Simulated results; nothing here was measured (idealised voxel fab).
Proc. module: voxel wiring stack
The cross-section shown here is cut; it is 260 nm wide and divided into square cells measuring 5 nm on a side.
A cross-section in this document is a grid of square cells, and it is written down as bands, the top band listed before the ones below it; a band is made up of one or more rows of cells. What a band's entry tells you: where the top is and where the bottom is, as heights in nm, and after that what lies inside, material by material from left to right, each with its width in nm. Empty space is written as the word "air", and a single material marked with the word "full width" occupies the band from edge to edge. Heights are expressed relative to 0, this being the level below which the as-received wafer comprises one material exclusively. The lowest band is unbounded in the downward direction and is denoted as in "z 0 and below". The two numbers in a width such as "30 to 40" mark its ends across the band: the first belongs to the top row of cells, the second to the bottom row, and from each row to the next the width moves by the same amount. Basically "nothing was modified" means that step didn't change any cell in the cross-section. "Non-vented voids" means: voids of 8 cells or more that are shut off from the top with no open way through. Written width x height at distance, distance from the left edge, in nm. On a step's line, text after the settings is the simulator commenting on that step. What "overlay nm" on a step's line means: if the step has a mask, that mask lay this far to the right of its planned place, or, when the value is negative, to the left.
[The following list gives the planned process steps]
1. RECEIVE with material Si
2. CONFORMAL_DEP with material SiO2, thk nm 10
3. CONFORMAL_DEP with material SiCN, thk nm 5
4. DIRECTIONAL_DEP with material SiO2, thk nm 15
5. PATTERN with tone open, mask id METAL_1, material resist, width nm 30, pitch nm 55, thk nm 20, overlay nm 0
6. DIRECTIONAL_ETCH with etch materials SiO2, depth nm 15
7. DIRECTIONAL_ETCH with etch materials SiCN, depth nm 5
8. STRIP with etch materials resist
9. CONFORMAL_DEP with material TiN, thk nm 5
10. FILL_DEP with material Cu, thk nm 5
11. CMP with height nm 30
12. CONFORMAL_DEP with material SiCN, thk nm 5
13. DIRECTIONAL_DEP with material SiO2, thk nm 20
14. MASKED_ETCH with tone open, mask id PLUG_1, width nm 15, pitch nm 55, etch materials SiO2, depth nm 20, overlay nm 0
15. MASKED_ETCH with tone open, mask id PLUG_1, width nm 15, pitch nm 55, etch materials SiCN, depth nm 5, overlay nm 0
16. EPI with material Ru, thk nm 10
17. EPI with material Ru, thk nm 10
18. EPI with material Ru, thk nm 5
19. CONFORMAL_DEP with material SiCN, thk nm 5
20. DIRECTIONAL_DEP with material lowk, thk nm 20
21. PATTERN with tone open, mask id METAL_2, material resist, width nm 30, pitch nm 55, thk nm 20, overlay nm 0
22. DIRECTIONAL_ETCH with etch materials lowk, depth nm 20
23. DIRECTIONAL_ETCH with etch materials SiCN, depth nm 5
24. STRIP with etch materials resist
25. CONFORMAL_DEP with material TiN, thk nm 5
26. FILL_DEP with material Cu, thk nm 10
27. CMP with height nm 80
28. CONFORMAL_DEP with material SiCN, thk nm 5
29. DIRECTIONAL_DEP with material lowk, thk nm 30
30. MASKED_ETCH with tone open, mask id METAL_3_HOLES, width nm 15, pitch nm 55, etch materials lowk, depth nm 30, overlay nm 0
31. MASKED_ETCH with tone open, mask id METAL_3, width nm 30, pitch nm 55, etch materials lowk, depth nm 20, overlay nm 0
32. MASKED_ETCH with tone open, mask id METAL_3, width nm 30, pitch nm 55, etch materials SiCN, depth nm 5, overlay nm -15
33. CONFORMAL_DEP with material TiN, thk nm 5
34. FILL_DEP with material Cu, thk nm 5
35. CMP with height nm 115
36. CONFORMAL_DEP with material SiCN, thk nm 5
37. DIRECTIONAL_DEP with material lowk, thk nm 10
38. DIRECTIONAL_DEP with material aC, thk nm 10
39. PATTERN with tone open, mask id PLUG_3, material resist, width nm 15, thk nm 25, overlay nm 0
40. DIRECTIONAL_ETCH with etch materials aC, depth nm 10
41. STRIP with etch materials resist
42. DIRECTIONAL_ETCH with etch materials lowk, depth nm 10
43. DIRECTIONAL_ETCH with etch materials SiCN, depth nm 5
44. STRIP with etch materials aC
45. CONFORMAL_DEP with material TiN, thk nm 5
46. FILL_DEP with material W, thk nm 10
47. CMP with height nm 130
48. CONFORMAL_DEP with material SiN, thk nm 5
49. DIRECTIONAL_DEP with material lowk, thk nm 25
50. MASKED_ETCH with tone open, mask id METAL_4, width nm 30, pitch nm 55, etch materials lowk, depth nm 25, overlay nm 0
51. MASKED_ETCH with tone open, mask id METAL_4, width nm 30, pitch nm 55, etch materials SiN, depth nm 5, overlay nm 0
52. CONFORMAL_DEP with material TiN, thk nm 5
53. FILL_DEP with material Cu, thk nm 5
54. CMP with height nm 160
55. EPI with material Ru, thk nm 5
56. FILL_DEP with material SiCN, thk nm 5
Heads up: all these wafers start the same, and what changes between them is the overlay nm in step 32. The value you see in the plan is just what the first wafer got.
[Incoming state of the first of several wafers in cross-section: after step 1]
> z 0 and below = Si full width
> Non-vented voids: none
[each wafer at the end: cells of each material gained (+) or lost (-) since it was received, then its closed voids]
overlay nm -15, +126 Cu, +46 Ru, +309 SiCN, +40 SiN, +408 SiO2, +127 TiN, +2 W, +710 lowk, Non-vented voids: none
overlay nm -10, +126 Cu, +46 Ru, +309 SiCN, +40 SiN, +408 SiO2, +127 TiN, +2 W, +710 lowk, Non-vented voids: none
overlay nm -5, +126 Cu, +46 Ru, +309 SiCN, +40 SiN, +408 SiO2, +127 TiN, +2 W, +710 lowk, Non-vented voids: none
overlay nm 0, +126 Cu, +46 Ru, +309 SiCN, +40 SiN, +408 SiO2, +127 TiN, +2 W, +710 lowk, Non-vented voids: none
overlay nm 5, +124 Cu, +46 Ru, +311 SiCN, +40 SiN, +408 SiO2, +127 TiN, +2 W, +710 lowk, Non-vented voids: none
overlay nm 10, +124 Cu, +46 Ru, +313 SiCN, +40 SiN, +408 SiO2, +125 TiN, +2 W, +710 lowk, Non-vented voids: none
overlay nm 15, +124 Cu, +46 Ru, +315 SiCN, +40 SiN, +408 SiO2, +123 TiN, +2 W, +710 lowk, Non-vented voids: none
